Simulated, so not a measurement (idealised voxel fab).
process module | voxel fin reveal
cross-section cut | 250 nm wide | cells 5 nm
A cross-section is a grid of square cells, given in bands from the top down. A band is one or more rows of cells.
Each band's line starts with the height of the band's top and of its bottom, in nm. Then come its materials from left to right, each with its width in nm. One material with "throughout" fills the band from edge to edge. "air" is empty space.
Height 0 is the level under which the wafer as received is all one material. The lowest band goes on downwards, as in "0 down".
A width such as "30 to 40" changes by the same amount from each row of cells to the next, from the band's top row to its bottom row.
"no change" after a step means that no cell of the cross-section changed.
closed voids: empty space of 8 cells or more with no open way to the top, each as width x height at its distance from the left edge, in nm
after a step's settings: what the simulator itself notes on the step
overlay nm, on a step with a mask: how far to the right of its planned place the mask lay; to the left if negative
plan
1 op RECEIVE | material Si
2 op CONFORMAL_DEP | material SiN | thk nm 10
3 op DIRECTIONAL_DEP | material aC | thk nm 15
4 op PATTERN | tone cover | mask id FINS | material resist | width nm 15 | pitch nm 40 | thk nm 35 | overlay nm 0
5 op DIRECTIONAL_ETCH | etch materials aC | depth nm 15
6 op STRIP | etch materials resist
7 op DIRECTIONAL_ETCH | etch materials SiN | depth nm 10
8 op DIRECTIONAL_ETCH | etch materials Si | depth nm 30
9 op STRIP | etch materials aC
10 op OXIDIZE | depth nm 5
11 op FILL_DEP | material SiO2 | thk nm 5
12 op CMP | height nm 10
13 op SELECTIVE_ETCH | etch materials SiO2 | depth nm 30
14 op STRIP | etch materials SiN
15 op CONFORMAL_DEP | material SiO2 | thk nm 5
first wafer, as planned
as received, after step 1
  0 down: Si throughout
  closed voids: none
after step 2
  10 to 0: SiN throughout
  below 0: unchanged
after step 3
  25 to 10: aC throughout
  below 10: unchanged
after step 4
  60 to 25: air 75 | resist 15 | air 25 | resist 15 | air 25 | resist 15 | air 80
  below 25: unchanged
after step 5
  45 to 25: air 75 | resist 15 | air 25 | resist 15 | air 25 | resist 15 | air 80
  25 to 10: air 75 | aC 15 | air 25 | aC 15 | air 25 | aC 15 | air 80
  below 10: unchanged
after step 6
  25 to 10: air 75 | aC 15 | air 25 | aC 15 | air 25 | aC 15 | air 80
  below 10: unchanged
after step 7
  25 to 10: air 75 | aC 15 | air 25 | aC 15 | air 25 | aC 15 | air 80
  10 to 0: air 75 | SiN 15 | air 25 | SiN 15 | air 25 | SiN 15 | air 80
  below 0: unchanged
after step 8
  25 to 10: air 75 | aC 15 | air 25 | aC 15 | air 25 | aC 15 | air 80
  10 to 0: air 75 | SiN 15 | air 25 | SiN 15 | air 25 | SiN 15 | air 80
  0 to -30: air 75 | Si 15 | air 25 | Si 15 | air 25 | Si 15 | air 80
  below -30: unchanged
after step 9
  10 to 0: air 75 | SiN 15 | air 25 | SiN 15 | air 25 | SiN 15 | air 80
  below 0: unchanged
after step 10
  10 to 0: air 75 | SiN 15 | air 25 | SiN 15 | air 25 | SiN 15 | air 80
  0 to -30: air 75 | SiO2 5 | Si 5 | SiO2 5 | air 25 | SiO2 5 | Si 5 | SiO2 5 | air 25 | SiO2 5 | Si 5 | SiO2 5 | air 80
  -30 to -35: SiO2 80 | Si 5 | SiO2 35 | Si 5 | SiO2 35 | Si 5 | SiO2 85
  below -35: unchanged
after step 11
  15 to 10: SiO2 throughout
  10 to 0: SiO2 75 | SiN 15 | SiO2 25 | SiN 15 | SiO2 25 | SiN 15 | SiO2 80
  0 to -35: SiO2 80 | Si 5 | SiO2 35 | Si 5 | SiO2 35 | Si 5 | SiO2 85
  below -35: unchanged
after step 12
  10 to 0: SiO2 75 | SiN 15 | SiO2 25 | SiN 15 | SiO2 25 | SiN 15 | SiO2 80
  below 0: unchanged
after step 13
  10 to 0: air 75 | SiN 15 | air 25 | SiN 15 | air 25 | SiN 15 | air 80
  0 to -20: air 80 | Si 5 | air 35 | Si 5 | air 35 | Si 5 | air 85
  below -20: unchanged
after step 14
  0 to -20: air 80 | Si 5 | air 35 | Si 5 | air 35 | Si 5 | air 85
  below -20: unchanged
after step 15
  5 to 0: air 75 | SiO2 15 | air 25 | SiO2 15 | air 25 | SiO2 15 | air 80
  0 to -15: air 75 | SiO2 5 | Si 5 | SiO2 5 | air 25 | SiO2 5 | Si 5 | SiO2 5 | air 25 | SiO2 5 | Si 5 | SiO2 5 | air 80
  -15 to -35: SiO2 80 | Si 5 | SiO2 35 | Si 5 | SiO2 35 | Si 5 | SiO2 85
  below -35: unchanged
second wafer: like start, like plan, one mistake. Through step 14 it matches the first wafer
when step 15 should have ended: no change
what went wrong: step 15 was left out
at the end the second wafer has, in cells: 74 fewer of SiO2
